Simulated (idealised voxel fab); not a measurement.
process module | voxel self aligned contacts
cross-section cut | 240 nm wide | cells 5 nm
A cross-section is a grid of square cells, given in bands from the top down. A band is one or more rows of cells.
Each band's line starts with the height of the band's top and of its bottom, in nm. Then come its materials from left to right, each with its width in nm. One material with "throughout" fills the band from edge to edge. "air" is empty space.
Height 0 is the level under which the wafer as received is all one material. The lowest band goes on downwards, as in "0 down".
A width such as "30 to 40" changes by the same amount from each row of cells to the next, from the band's top row to its bottom row.
"no change" after a step means that no cell of the cross-section changed.
closed voids: empty space of 8 cells or more with no open way to the top, each as width x height at its distance from the left edge, in nm
after a step's settings: what the simulator itself notes on the step
overlay nm, on a step with a mask: how far to the right of its planned place the mask lay; to the left if negative
plan
1 op RECEIVE | material Si
2 op OXIDIZE | depth nm 5
3 op DIRECTIONAL_DEP | material polySi | thk nm 25
4 op DIRECTIONAL_DEP | material SiN | thk nm 20
5 op DIRECTIONAL_DEP | material aC | thk nm 15
6 op PATTERN | tone cover | mask id GATE | material resist | width nm 25 | pitch nm 55 | thk nm 30 | overlay nm 0
7 op DIRECTIONAL_ETCH | etch materials aC | depth nm 15
8 op STRIP | etch materials resist
9 op DIRECTIONAL_ETCH | etch materials SiN | depth nm 20
10 op DIRECTIONAL_ETCH | etch materials polySi | depth nm 25
11 op STRIP | etch materials aC
12 op CONFORMAL_DEP | material SiN | thk nm 5
13 op DIRECTIONAL_ETCH | etch materials SiN | depth nm 5
14 op FILL_DEP | material SiO2 | thk nm 20
15 op CMP | height nm 55
16 op PATTERN | tone open | mask id CONTACT | material resist | width nm 40 | pitch nm 55 | thk nm 20 | overlay nm 0
17 op DIRECTIONAL_ETCH | etch materials SiO2 | depth nm 60
18 op STRIP | etch materials resist
19 op CONFORMAL_DEP | material TiN | thk nm 5
20 op FILL_DEP | material W | thk nm 5
21 op CMP | height nm 55
22 op CONFORMAL_DEP | material SiCN | thk nm 5
first wafer, as planned
as received, after step 1
  0 down: Si throughout
  closed voids: none
after step 2
  0 to -5: SiO2 throughout
  below -5: unchanged
after step 3
  25 to 0: polySi throughout
  below 0: unchanged
after step 4
  45 to 25: SiN throughout
  below 25: unchanged
after step 5
  60 to 45: aC throughout
  below 45: unchanged
after step 6
  90 to 60: air 50 | resist 25 | air 30 | resist 25 | air 30 | resist 25 | air 55
  below 60: unchanged
after step 7
  75 to 60: air 50 | resist 25 | air 30 | resist 25 | air 30 | resist 25 | air 55
  60 to 45: air 50 | aC 25 | air 30 | aC 25 | air 30 | aC 25 | air 55
  below 45: unchanged
after step 8
  60 to 45: air 50 | aC 25 | air 30 | aC 25 | air 30 | aC 25 | air 55
  below 45: unchanged
after step 9
  60 to 45: air 50 | aC 25 | air 30 | aC 25 | air 30 | aC 25 | air 55
  45 to 25: air 50 | SiN 25 | air 30 | SiN 25 | air 30 | SiN 25 | air 55
  below 25: unchanged
after step 10
  60 to 45: air 50 | aC 25 | air 30 | aC 25 | air 30 | aC 25 | air 55
  45 to 25: air 50 | SiN 25 | air 30 | SiN 25 | air 30 | SiN 25 | air 55
  25 to 0: air 50 | polySi 25 | air 30 | polySi 25 | air 30 | polySi 25 | air 55
  below 0: unchanged
after step 11
  45 to 25: air 50 | SiN 25 | air 30 | SiN 25 | air 30 | SiN 25 | air 55
  below 25: unchanged
after step 12
  50 to 25: air 45 | SiN 35 | air 20 | SiN 35 | air 20 | SiN 35 | air 50
  25 to 5: air 45 | SiN 5 | polySi 25 | SiN 5 | air 20 | SiN 5 | polySi 25 | SiN 5 | air 20 | SiN 5 | polySi 25 | SiN 5 | air 50
  5 to 0: SiN 50 | polySi 25 | SiN 30 | polySi 25 | SiN 30 | polySi 25 | SiN 55
  below 0: unchanged
after step 13
  45 to 25: air 45 | SiN 35 | air 20 | SiN 35 | air 20 | SiN 35 | air 50
  25 to 0: air 45 | SiN 5 | polySi 25 | SiN 5 | air 20 | SiN 5 | polySi 25 | SiN 5 | air 20 | SiN 5 | polySi 25 | SiN 5 | air 50
  below 0: unchanged
after step 14
  65 to 45: SiO2 throughout
  45 to 25: SiO2 45 | SiN 35 | SiO2 20 | SiN 35 | SiO2 20 | SiN 35 | SiO2 50
  25 to 0: SiO2 45 | SiN 5 | polySi 25 | SiN 5 | SiO2 20 | SiN 5 | polySi 25 | SiN 5 | SiO2 20 | SiN 5 | polySi 25 | SiN 5 | SiO2 50
  below 0: unchanged
after step 15
  55 to 45: SiO2 throughout
  below 45: unchanged
after step 16
  75 to 55: resist 70 | air 40 | resist 15 | air 40 | resist 75
  below 55: unchanged
after step 17
  75 to 55: resist 70 | air 40 | resist 15 | air 40 | resist 75
  55 to 45: SiO2 70 | air 40 | SiO2 15 | air 40 | SiO2 75
  45 to 25: SiO2 45 | SiN 35 | air 20 | SiN 35 | air 20 | SiN 35 | SiO2 50
  25 to 0: SiO2 45 | SiN 5 | polySi 25 | SiN 5 | air 20 | SiN 5 | polySi 25 | SiN 5 | air 20 | SiN 5 | polySi 25 | SiN 5 | SiO2 50
  0 to -5: SiO2 80 | air 20 | SiO2 35 | air 20 | SiO2 85
  below -5: unchanged
after step 18
  55 to 45: SiO2 70 | air 40 | SiO2 15 | air 40 | SiO2 75
  below 45: unchanged
after step 19
  60 to 55: TiN 75 | air 30 | TiN 25 | air 30 | TiN 80
  55 to 45: SiO2 70 | TiN 5 to 15 | air 30 to 10 | TiN 5 to 15 | SiO2 15 | TiN 5 to 15 | air 30 to 10 | TiN 5 to 15 | SiO2 75
  45 to 25: SiO2 45 | SiN 35 | TiN 5 | air 10 | TiN 5 | SiN 35 | TiN 5 | air 10 | TiN 5 | SiN 35 | SiO2 50
  25 to 0: SiO2 45 | SiN 5 | polySi 25 | SiN 5 | TiN 5 | air 10 | TiN 5 | SiN 5 | polySi 25 | SiN 5 | TiN 5 | air 10 | TiN 5 | SiN 5 | polySi 25 | SiN 5 | SiO2 50
  0 to -5: SiO2 80 | TiN 20 | SiO2 35 | TiN 20 | SiO2 85
  below -5: unchanged
after step 20
  65 to 60: W throughout
  60 to 55: TiN 75 | W 30 | TiN 25 | W 30 | TiN 80
  55 to 45: SiO2 70 | TiN 5 to 15 | W 30 to 10 | TiN 5 to 15 | SiO2 15 | TiN 5 to 15 | W 30 to 10 | TiN 5 to 15 | SiO2 75
  45 to 25: SiO2 45 | SiN 35 | TiN 5 | W 10 | TiN 5 | SiN 35 | TiN 5 | W 10 | TiN 5 | SiN 35 | SiO2 50
  25 to 0: SiO2 45 | SiN 5 | polySi 25 | SiN 5 | TiN 5 | W 10 | TiN 5 | SiN 5 | polySi 25 | SiN 5 | TiN 5 | W 10 | TiN 5 | SiN 5 | polySi 25 | SiN 5 | SiO2 50
  below 0: unchanged
after step 21
  55 to 45: SiO2 70 | TiN 5 to 15 | W 30 to 10 | TiN 5 to 15 | SiO2 15 | TiN 5 to 15 | W 30 to 10 | TiN 5 to 15 | SiO2 75
  below 45: unchanged
after step 22
  60 to 55: SiCN throughout
  below 55: unchanged
second wafer: like start, like plan, one mistake. Through step 2 it matches the first wafer
when step 3 should have ended
  50 to 0: polySi throughout
  below 0: unchanged
when step 4 should have ended
  70 to 50: SiN throughout
  below 50: unchanged
when step 5 should have ended
  85 to 70: aC throughout
  below 70: unchanged
when step 6 should have ended
  115 to 85: air 50 | resist 25 | air 30 | resist 25 | air 30 | resist 25 | air 55
  below 85: unchanged
when step 7 should have ended
  100 to 85: air 50 | resist 25 | air 30 | resist 25 | air 30 | resist 25 | air 55
  85 to 70: air 50 | aC 25 | air 30 | aC 25 | air 30 | aC 25 | air 55
  below 70: unchanged
when step 8 should have ended
  85 to 70: air 50 | aC 25 | air 30 | aC 25 | air 30 | aC 25 | air 55
  below 70: unchanged
when step 9 should have ended
  85 to 70: air 50 | aC 25 | air 30 | aC 25 | air 30 | aC 25 | air 55
  70 to 50: air 50 | SiN 25 | air 30 | SiN 25 | air 30 | SiN 25 | air 55
  below 50: unchanged
when step 10 should have ended
  85 to 70: air 50 | aC 25 | air 30 | aC 25 | air 30 | aC 25 | air 55
  70 to 50: air 50 | SiN 25 | air 30 | SiN 25 | air 30 | SiN 25 | air 55
  50 to 25: air 50 | polySi 25 | air 30 | polySi 25 | air 30 | polySi 25 | air 55
  below 25: unchanged
when step 11 should have ended
  70 to 50: air 50 | SiN 25 | air 30 | SiN 25 | air 30 | SiN 25 | air 55
  below 50: unchanged
when step 12 should have ended
  75 to 50: air 45 | SiN 35 | air 20 | SiN 35 | air 20 | SiN 35 | air 50
  50 to 30: air 45 | SiN 5 | polySi 25 | SiN 5 | air 20 | SiN 5 | polySi 25 | SiN 5 | air 20 | SiN 5 | polySi 25 | SiN 5 | air 50
  30 to 25: SiN 50 | polySi 25 | SiN 30 | polySi 25 | SiN 30 | polySi 25 | SiN 55
  below 25: unchanged
when step 13 should have ended
  70 to 50: air 45 | SiN 35 | air 20 | SiN 35 | air 20 | SiN 35 | air 50
  50 to 25: air 45 | SiN 5 | polySi 25 | SiN 5 | air 20 | SiN 5 | polySi 25 | SiN 5 | air 20 | SiN 5 | polySi 25 | SiN 5 | air 50
  below 25: unchanged
when step 14 should have ended
  90 to 70: SiO2 throughout
  70 to 50: SiO2 45 | SiN 35 | SiO2 20 | SiN 35 | SiO2 20 | SiN 35 | SiO2 50
  50 to 25: SiO2 45 | SiN 5 | polySi 25 | SiN 5 | SiO2 20 | SiN 5 | polySi 25 | SiN 5 | SiO2 20 | SiN 5 | polySi 25 | SiN 5 | SiO2 50
  below 25: unchanged
when step 15 should have ended
  55 to 50: SiO2 45 | SiN 35 | SiO2 20 | SiN 35 | SiO2 20 | SiN 35 | SiO2 50
  below 50: unchanged
when step 16 should have ended
  75 to 55: resist 70 | air 40 | resist 15 | air 40 | resist 75
  below 55: unchanged
when step 17 should have ended
  75 to 55: resist 70 | air 40 | resist 15 | air 40 | resist 75
  55 to 50: SiO2 45 | SiN 35 | air 20 | SiN 35 | air 20 | SiN 35 | SiO2 50
  50 to 25: SiO2 45 | SiN 5 | polySi 25 | SiN 5 | air 20 | SiN 5 | polySi 25 | SiN 5 | air 20 | SiN 5 | polySi 25 | SiN 5 | SiO2 50
  below 25: unchanged
when step 18 should have ended
  55 to 50: SiO2 45 | SiN 35 | air 20 | SiN 35 | air 20 | SiN 35 | SiO2 50
  below 50: unchanged
when step 19 should have ended
  60 to 55: TiN 85 | air 10 | TiN 45 | air 10 | TiN 90
  55 to 50: SiO2 45 | SiN 35 | TiN 5 | air 10 | TiN 5 | SiN 35 | TiN 5 | air 10 | TiN 5 | SiN 35 | SiO2 50
  50 to 30: SiO2 45 | SiN 5 | polySi 25 | SiN 5 | TiN 5 | air 10 | TiN 5 | SiN 5 | polySi 25 | SiN 5 | TiN 5 | air 10 | TiN 5 | SiN 5 | polySi 25 | SiN 5 | SiO2 50
  30 to 25: SiO2 45 | SiN 5 | polySi 25 | SiN 5 | TiN 20 | SiN 5 | polySi 25 | SiN 5 | TiN 20 | SiN 5 | polySi 25 | SiN 5 | SiO2 50
  below 25: unchanged
when step 20 should have ended
  65 to 60: W throughout
  60 to 55: TiN 85 | W 10 | TiN 45 | W 10 | TiN 90
  55 to 50: SiO2 45 | SiN 35 | TiN 5 | W 10 | TiN 5 | SiN 35 | TiN 5 | W 10 | TiN 5 | SiN 35 | SiO2 50
  50 to 30: SiO2 45 | SiN 5 | polySi 25 | SiN 5 | TiN 5 | W 10 | TiN 5 | SiN 5 | polySi 25 | SiN 5 | TiN 5 | W 10 | TiN 5 | SiN 5 | polySi 25 | SiN 5 | SiO2 50
  below 30: unchanged
when step 21 should have ended
  55 to 50: SiO2 45 | SiN 35 | TiN 5 | W 10 | TiN 5 | SiN 35 | TiN 5 | W 10 | TiN 5 | SiN 35 | SiO2 50
  below 50: unchanged
when step 22 should have ended
  60 to 55: SiCN throughout
  below 55: unchanged
what went wrong: step 3 was run twice
at the end the second wafer has, in cells: 63 fewer of SiN | 113 fewer of SiO2 | 32 fewer of TiN | 32 fewer of W | 240 more of polySi
